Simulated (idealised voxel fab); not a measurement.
Documented hereafter: the process module known as voxel ribs on slabs.
Section cut is 260 nm wide and gridded with 5 nm square cells.
A cross-section is a grid of square cells, given in bands from the top down. A band is one or more rows of cells. The band entry comprises the height of the band's top followed by the height of its bottom, expressed in nm, and subsequently the band's materials from left to right, each stated together with its width in nm. Where a single material is marked with the word "throughout", that material fills the band from edge to edge. The word "empty" represents empty space. Height 0 is the level under which the wafer as received is all one material. The lowest band goes on downwards, as in "top 0, no bottom". Note: "30..40" means the width goes from the first number (top row of the band) to the second number (bottom row) in equal steps per row of cells. "nothing changed" after a step means that no cell of the cross-section changed. If an empty space has no open way to the top and is at least 8 cells in size, "Sealed-off cavities" lists it, written width x height at distance, where distance is measured from the left edge and every value is in nm. Read whatever lies past the settings on a step's line as the simulator's own remark about the step. overlay nm: mask offset rightward from planned place, masked step; negative means leftward offset.
## plan
- 1: RECEIVE,material Si
- 2: DIRECTIONAL_DEP,material SiO2,thk nm 20
- 3: DIRECTIONAL_DEP,material polySi,thk nm 25
- 4: MASKED_ETCH,tone cover,mask id RIB,width nm 15,etch materials polySi,depth nm 20,overlay nm 0
- 5: PATTERN,tone cover,mask id SLAB,material resist,width nm 75,thk nm 20,overlay nm 0
- 6: DIRECTIONAL_ETCH,etch materials polySi,depth nm 5
- 7: STRIP,etch materials resist
- 8: FILL_DEP,material SiO2,thk nm 25
- 9: CMP,height nm 65
- 10: DIRECTIONAL_DEP,material W,thk nm 5
- 11: MASKED_ETCH,tone cover,mask id HEATER,width nm 25,etch materials W,depth nm 5,overlay nm 0
- 12: CONFORMAL_DEP,material SiN,thk nm 5
## The first of two wafers, run as planned
## Cross-section, incoming material, after step 1
  top 0, no bottom: Si throughout
  Sealed-off cavities: none
## The wafer in cross-section once step 2 is complete
  top 20, bottom 0: SiO2 throughout
  Everything below 0 is unchanged.
## The wafer in cross-section once step 3 is complete
  top 45, bottom 20: polySi throughout
  Everything below 20 is unchanged.
## The wafer in cross-section once step 4 is complete
  top 45, bottom 25: empty: 120 / polySi: 15 / empty: 125
  Everything below 25 is unchanged.
## The wafer in cross-section once step 5 is complete
  top 65, bottom 45: empty: 90 / resist: 75 / empty: 95
  top 45, bottom 25: empty: 90 / resist: 30 / polySi: 15 / resist: 30 / empty: 95
  Everything below 25 is unchanged.
## The wafer in cross-section once step 6 is complete
  top 65, bottom 45: empty: 90 / resist: 75 / empty: 95
  top 45, bottom 25: empty: 90 / resist: 30 / polySi: 15 / resist: 30 / empty: 95
  top 25, bottom 20: empty: 90 / polySi: 75 / empty: 95
  Everything below 20 is unchanged.
## The wafer in cross-section once step 7 is complete
  top 45, bottom 25: empty: 120 / polySi: 15 / empty: 125
  Everything below 25 is unchanged.
## The wafer in cross-section once step 8 is complete
  top 70, bottom 45: SiO2 throughout
  top 45, bottom 25: SiO2: 120 / polySi: 15 / SiO2: 125
  top 25, bottom 20: SiO2: 90 / polySi: 75 / SiO2: 95
  Everything below 20 is unchanged.
## The wafer in cross-section once step 9 is complete
  top 65, bottom 45: SiO2 throughout
  Everything below 45 is unchanged.
## The wafer in cross-section once step 10 is complete
  top 70, bottom 65: W throughout
  Everything below 65 is unchanged.
## The wafer in cross-section once step 11 is complete
  top 70, bottom 65: empty: 115 / W: 25 / empty: 120
  Everything below 65 is unchanged.
## The wafer in cross-section once step 12 is complete
  top 75, bottom 70: empty: 110 / SiN: 35 / empty: 115
  top 70, bottom 65: SiN: 115 / W: 25 / SiN: 120
  Everything below 65 is unchanged.
## Second Wafer (Identical Start and Plan, One Processing Error; Matches First Wafer Through Step 9)
## Second wafer, sectioned view, at step 10's planned end time
  top 70, bottom 45: SiO2 throughout
  Everything below 45 is unchanged.
Second wafer, sectioned view, at step 11's planned end time: nothing changed
## Second wafer, sectioned view, at step 12's planned end time
  top 75, bottom 70: SiN throughout
  Everything below 70 is unchanged.
Misprocessing identified: step 10 was run on a setting that differed from the plan, and what really ran there is DIRECTIONAL_DEP,material SiO2,thk nm 5
Cell-count delta at end, second wafer over first, by material: SiN -2 | SiO2 +52 | W -5
